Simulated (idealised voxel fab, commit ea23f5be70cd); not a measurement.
Module name: voxel released beams (process module)
Pictured: cross-section cut, 255 nm wide, on a grid of 5 nm square cells.
This document writes a cross-section as a grid whose cells are square, and gives it as bands, listed from the top down; one or more rows of cells form a band. Band entry format. Leading values: height of top, height of bottom, nm. Remainder: materials in left-to-right order, each with its width in nm. Special words: "full width" on a single material, which then fills the band edge to edge; "air", empty space. Counting heights begins at 0, where everything beneath is, in the wafer as received, one material. The lowest band has no bottom; it goes on downwards, as "0..down" shows. So if you see something like "30 to 40" for the width, read it as the top row of the band sitting at the first number and the bottom row at the second, with every row in between moving by the same amount as the last. Take "nothing different" at face value: in the step it is given for, the cross-section changed in none of its cells. If an empty space has no open way to the top and is at least 8 cells in size, "Trapped void list" lists it, written width x height at distance, where distance is measured from the left edge and every value is in nm. after a step's settings: what the simulator itself notes on the step. The optional step-line setting "overlay nm" applies to steps with a mask and quantifies how far to the right of its planned location the mask lay, a negative value indicating leftward placement.
-- These are the steps we planned for the process
| 1 | RECEIVE,material Si |
| 2 | CONFORMAL_DEP,material Al2O3,thk nm 10 |
| 3 | DIRECTIONAL_DEP,material SiO2,thk nm 15 |
| 4 | PATTERN,tone open,mask id ANCHOR,material resist,width nm 35,thk nm 15,overlay nm 0 |
| 5 | DIRECTIONAL_ETCH,etch materials SiO2,depth nm 15 |
| 6 | STRIP,etch materials resist |
| 7 | CONFORMAL_DEP,material polySi,thk nm 5 |
| 8 | PATTERN,tone cover,mask id BEAM,material resist,width nm 120,thk nm 15,overlay nm 0 |
| 9 | DIRECTIONAL_ETCH,etch materials polySi,depth nm 10 |
| 10 | STRIP,etch materials resist |
| 11 | STRIP,etch materials SiO2 |
Keep in mind the plan's value for the thk nm of step 7 comes from the first wafer; the wafers don't share that setting, but they do share the same starting point.
-- Cross-section of the first of several received wafers, showing its state after step 1
  0..down = Si full width
  Trapped void list: none
-- Basically each wafer gets a line in the table, showing it at the end of the module: material by material, the cells it gained (+) or lost (-) since we got it, then its closed voids
thk nm 5; +102 Al2O3; +30 polySi; Trapped void list: none
thk nm 10; +102 Al2O3; +60 polySi; Trapped void list: none
thk nm 15; +102 Al2O3; +132 SiO2; +117 polySi; Trapped void list: none
thk nm 20; +102 Al2O3; +132 SiO2; +171 polySi; Trapped void list: none
thk nm 25; +102 Al2O3; +132 SiO2; +222 polySi; Trapped void list: none
